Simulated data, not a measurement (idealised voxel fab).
The process module presented herein is designated voxel self aligned vias.
In the cross-section labelled cut, the width is 210 nm and each square cell is 5 nm.
Notation: cross-section as square-cell grid; stated in bands, top first, going down; one or more cell rows per band. Basically the band line says how high the top is and how high the bottom is, in nm, and then what's in it from left to right, every material with its width in nm. Empty space shows up as "empty", and if a single material carries "full width" it runs the full band edge to edge. We count height from 0. Below that, the starting wafer is all one material. The lowest band never ends at the bottom but goes on down; see "0 -> down" for how that is written. Quick explanation for "30->40": the width changes in equal steps down the rows of cells, from the first number in the band's top row to the second number in its bottom row. It should be understood that the words "changes: none", when stated for a given step, signify that the cross-section underwent no change in any of its cells during that step. Enclosed voids (no open way to top), threshold 8 cells or more, entry "Sealed-off cavities", notation width x height at distance, distance from left edge, nm. If you see something after the settings on a step's line, that's the simulator's own remark about that step. overlay nm: mask right of planned place by this much (step with mask). Neg. = left.

-- The planned process steps are enumerated hereunder
- 1: RECEIVE | material Si
- 2: CONFORMAL_DEP | material SiO2 | thk nm 10
- 3: CONFORMAL_DEP | material SiCN | thk nm 5
- 4: DIRECTIONAL_DEP | material lowk | thk nm 30
- 5: PATTERN | tone open | mask id LINES | material resist | width nm 20 | pitch nm 55 | thk nm 15 | overlay nm 0
- 6: DIRECTIONAL_ETCH | etch materials lowk | depth nm 30
- 7: STRIP | etch materials resist
- 8: CONFORMAL_DEP | material TiN | thk nm 5
- 9: FILL_DEP | material W | thk nm 10
- 10: CMP | height nm 45
- 11: SELECTIVE_ETCH | etch materials W Ru TiN | depth nm 10
- 12: FILL_DEP | material SiN | thk nm 5
- 13: CMP | height nm 45
- 14: DIRECTIONAL_DEP | material lowk | thk nm 20
- 15: MASKED_ETCH | tone open | mask id VIAS | width nm 40 | etch materials lowk | depth nm 20 | overlay nm 0
- 16: MASKED_ETCH | tone open | mask id VIAS | width nm 40 | etch materials SiN | depth nm 10 | overlay nm 0
- 17: CONFORMAL_DEP | material TiN | thk nm 5
- 18: FILL_DEP | material W | thk nm 10
- 19: CMP | height nm 65
- 20: CONFORMAL_DEP | material SiCN | thk nm 5

-- The cross-section here shows the wafer as received, i.e. in its state after step 1
* 0 -> down = Si full width
* Sealed-off cavities: none

-- First of two wafers at the end of the module, shown in cross-section; run carried out as planned
* 70 -> 65 = SiCN full width
* 65 -> 50 = lowk=55, TiN=5, W=30, TiN=5, lowk=115
* 50 -> 45 = lowk=55, TiN=15, W=10, TiN=15, lowk=115
* 45 -> 40 = lowk=65, TiN=5, W=10, TiN=5, lowk=35, SiN=20, lowk=70
* 40 -> 35 = lowk=65, TiN=20, lowk=35, SiN=20, lowk=70
* 35 -> 20 = lowk=65, TiN=5, W=10, TiN=5, lowk=35, TiN=5, W=10, TiN=5, lowk=70
* 20 -> 15 = lowk=65, TiN=20, lowk=35, TiN=20, lowk=70
* 15 -> 10 = SiCN full width
* 10 -> 0 = SiO2 full width
* 0 -> down = Si full width
* Sealed-off cavities: none

-- This is the second of the two wafers, cross-sectioned at the end of the module; it started exactly like the first and was given the same plan, but it was run with one mistake
* 70 -> 65 = SiCN full width
* 65 -> 50 = W=50, TiN=5, lowk=40, TiN=5, W=110
* 50 -> 45 = TiN=55, lowk=40, TiN=115
* 45 -> 35 = lowk=65, SiN=20, lowk=35, SiN=20, lowk=70
* 35 -> 20 = lowk=65, TiN=5, W=10, TiN=5, lowk=35, TiN=5, W=10, TiN=5, lowk=70
* 20 -> 15 = lowk=65, TiN=20, lowk=35, TiN=20, lowk=70
* 15 -> 10 = SiCN full width
* 10 -> 0 = SiO2 full width
* 0 -> down = Si full width
* Sealed-off cavities: none
In executing the process, a mistake was made relative to the plan: step 15 went in with a setting other than planned; the actual run was MASKED_ETCH | tone cover | mask id VIAS | width nm 40 | etch materials lowk | depth nm 20 | overlay nm 0
Wrapping up, a cell-based count of both wafers puts the second over or under the first for these materials: SiN +8 | TiN +22 | W +74 | lowk -104
